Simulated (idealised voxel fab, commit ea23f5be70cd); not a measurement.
process module | voxel ribs on slabs
cross-section cut | 160 nm wide | cells 5 nm
A cross-section is a grid of square cells, given in bands from the top down. A band is one or more rows of cells.
Each band's line starts with the height of the band's top and of its bottom, in nm. Then come its materials from left to right, each with its width in nm. One material with "throughout" fills the band from edge to edge. "air" is empty space.
Height 0 is the level under which the wafer as received is all one material. The lowest band goes on downwards, as in "0 down".
A width such as "30 to 40" changes by the same amount from each row of cells to the next, from the band's top row to its bottom row.
"no change" after a step means that no cell of the cross-section changed.
closed voids: empty space of 8 cells or more with no open way to the top, each as width x height at its distance from the left edge, in nm
after a step's settings: what the simulator itself notes on the step
overlay nm, on a step with a mask: how far to the right of its planned place the mask lay; to the left if negative
plan
1 op RECEIVE | material Si
2 op DIRECTIONAL_DEP | material SiO2 | thk nm 20
3 op DIRECTIONAL_DEP | material SiN | thk nm 20
4 op MASKED_ETCH | tone cover | mask id RIB | width nm 25 | etch materials SiN | depth nm 10 | overlay nm 0
5 op PATTERN | tone cover | mask id SLAB | material resist | width nm 65 | thk nm 20 | overlay nm 0
6 op DIRECTIONAL_ETCH | etch materials SiN | depth nm 10
7 op STRIP | etch materials resist
8 op FILL_DEP | material SiO2 | thk nm 20
9 op CMP | height nm 50
10 op DIRECTIONAL_DEP | material TiN | thk nm 10
11 op MASKED_ETCH | tone cover | mask id HEATER | width nm 35 | etch materials TiN | depth nm 10 | overlay nm 0
12 op CONFORMAL_DEP | material SiN | thk nm 5
first wafer, as planned
as received, after step 1
  0 down: Si throughout
  closed voids: none
after step 2
  20 to 0: SiO2 throughout
  below 0: unchanged
after step 3
  40 to 20: SiN throughout
  below 20: unchanged
after step 4
  40 to 30: air 65 | SiN 25 | air 70
  below 30: unchanged
after step 5
  60 to 40: air 45 | resist 65 | air 50
  40 to 30: air 45 | resist 20 | SiN 25 | resist 20 | air 50
  below 30: unchanged
after step 6
  60 to 40: air 45 | resist 65 | air 50
  40 to 30: air 45 | resist 20 | SiN 25 | resist 20 | air 50
  30 to 20: air 45 | SiN 65 | air 50
  below 20: unchanged
after step 7
  40 to 30: air 65 | SiN 25 | air 70
  below 30: unchanged
after step 8
  60 to 40: SiO2 throughout
  40 to 30: SiO2 65 | SiN 25 | SiO2 70
  30 to 20: SiO2 45 | SiN 65 | SiO2 50
  below 20: unchanged
after step 9
  50 to 40: SiO2 throughout
  below 40: unchanged
after step 10
  60 to 50: TiN throughout
  below 50: unchanged
after step 11
  60 to 50: air 60 | TiN 35 | air 65
  below 50: unchanged
after step 12
  65 to 60: air 55 | SiN 45 | air 60
  60 to 55: air 55 | SiN 5 | TiN 35 | SiN 5 | air 60
  55 to 50: SiN 60 | TiN 35 | SiN 65
  below 50: unchanged
second wafer: like start, like plan, one mistake. Through step 3 it matches the first wafer
when step 4 should have ended
  40 to 30: SiN 65 | air 25 | SiN 70
  below 30: unchanged
when step 5 should have ended
  60 to 40: air 45 | resist 65 | air 50
  40 to 30: SiN 65 | resist 25 | SiN 70
  below 30: unchanged
when step 6 should have ended
  60 to 40: air 45 | resist 65 | air 50
  40 to 30: air 45 | SiN 20 | resist 25 | SiN 20 | air 50
  below 30: unchanged
when step 7 should have ended
  40 to 30: air 45 | SiN 20 | air 25 | SiN 20 | air 50
  below 30: unchanged
when step 8 should have ended
  60 to 40: SiO2 throughout
  40 to 30: SiO2 45 | SiN 20 | SiO2 25 | SiN 20 | SiO2 50
  below 30: unchanged
when step 9 should have ended
  50 to 40: SiO2 throughout
  below 40: unchanged
when step 10 should have ended
  60 to 50: TiN throughout
  below 50: unchanged
when step 11 should have ended
  60 to 50: air 60 | TiN 35 | air 65
  below 50: unchanged
when step 12 should have ended
  65 to 60: air 55 | SiN 45 | air 60
  60 to 55: air 55 | SiN 5 | TiN 35 | SiN 5 | air 60
  55 to 50: SiN 60 | TiN 35 | SiN 65
  below 50: unchanged
what went wrong: step 4 ran as: op MASKED_ETCH | tone open | mask id RIB | width nm 25 | etch materials SiN | depth nm 10 | overlay nm 0
at the end the second wafer has, in cells: 44 more of SiN | 44 fewer of SiO2
